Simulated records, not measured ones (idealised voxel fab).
The name of this process module is voxel double patterning.
Displayed cross-section: cut, width of 175 nm, square cells sized 5 nm.
When this document writes out a cross-section, it uses a grid of square cells and lists it as bands, beginning at the top and moving down, with a band standing for one or more rows of cells. The entry gives the band's vertical extent as a top height and a bottom height in nm, then its horizontal make-up as materials from left to right, each with a width in nm. "blank" stands for empty space; a single material marked "all across" fills the band edge to edge. Convention: height 0 is the level below which the wafer, as received, is all one material. The lowest band does not terminate at the bottom but continues downward, represented as "top 0, no bottom". It should be noted that a width expressed as "30 to 40" varies in equal increments from row to row of cells within the band, taking the value of the first number at the top row and that of the second number at the bottom row. What does "no alteration" mean for a step? It means no cell of the cross-section changed in that step. "Enclosed voids": empty spaces of 8 cells or more with no open way to the top, each given as width x height at distance, distance from the left edge, all in nm. The remark found on a step's line after its settings is issued by the simulator itself and pertains to that step. The optional step-line setting "overlay nm" applies to steps with a mask and quantifies how far to the right of its planned location the mask lay, a negative value indicating leftward placement.

Below is the list of planned process steps:
- 1: RECEIVE | material Si
- 2: CONFORMAL_DEP | material SiN | thk nm 10
- 3: DIRECTIONAL_DEP | material SiO2 | thk nm 15
- 4: DIRECTIONAL_DEP | material SiCN | thk nm 10
- 5: DIRECTIONAL_DEP | material aC | thk nm 10
- 6: PATTERN | tone open | mask id FIRST | material resist | width nm 15 | pitch nm 50 | thk nm 30 | overlay nm 0
- 7: DIRECTIONAL_ETCH | etch materials aC | depth nm 10
- 8: STRIP | etch materials resist
- 9: DIRECTIONAL_ETCH | etch materials SiCN | depth nm 10
- 10: STRIP | etch materials aC
- 11: MASKED_ETCH | tone open | mask id SECOND | width nm 15 | pitch nm 50 | etch materials SiCN | depth nm 10 | overlay nm 0
- 12: DIRECTIONAL_ETCH | etch materials SiO2 | depth nm 15
- 13: STRIP | etch materials SiCN

So this is the incoming wafer in cross-section - it's already been through step 1:
- top 0, no bottom | Si all across
- Enclosed voids: none

Cross-section, end of module. Start: as above. Plan: as above. Execution: one mistake:
- top 25, bottom 15 | SiN all across
- top 15, bottom 0 | SiO2 all across
- top 0, no bottom | Si all across
- Enclosed voids: none
what went wrong: steps 2 and 3 of the plan were run in the wrong order, each in the other's place
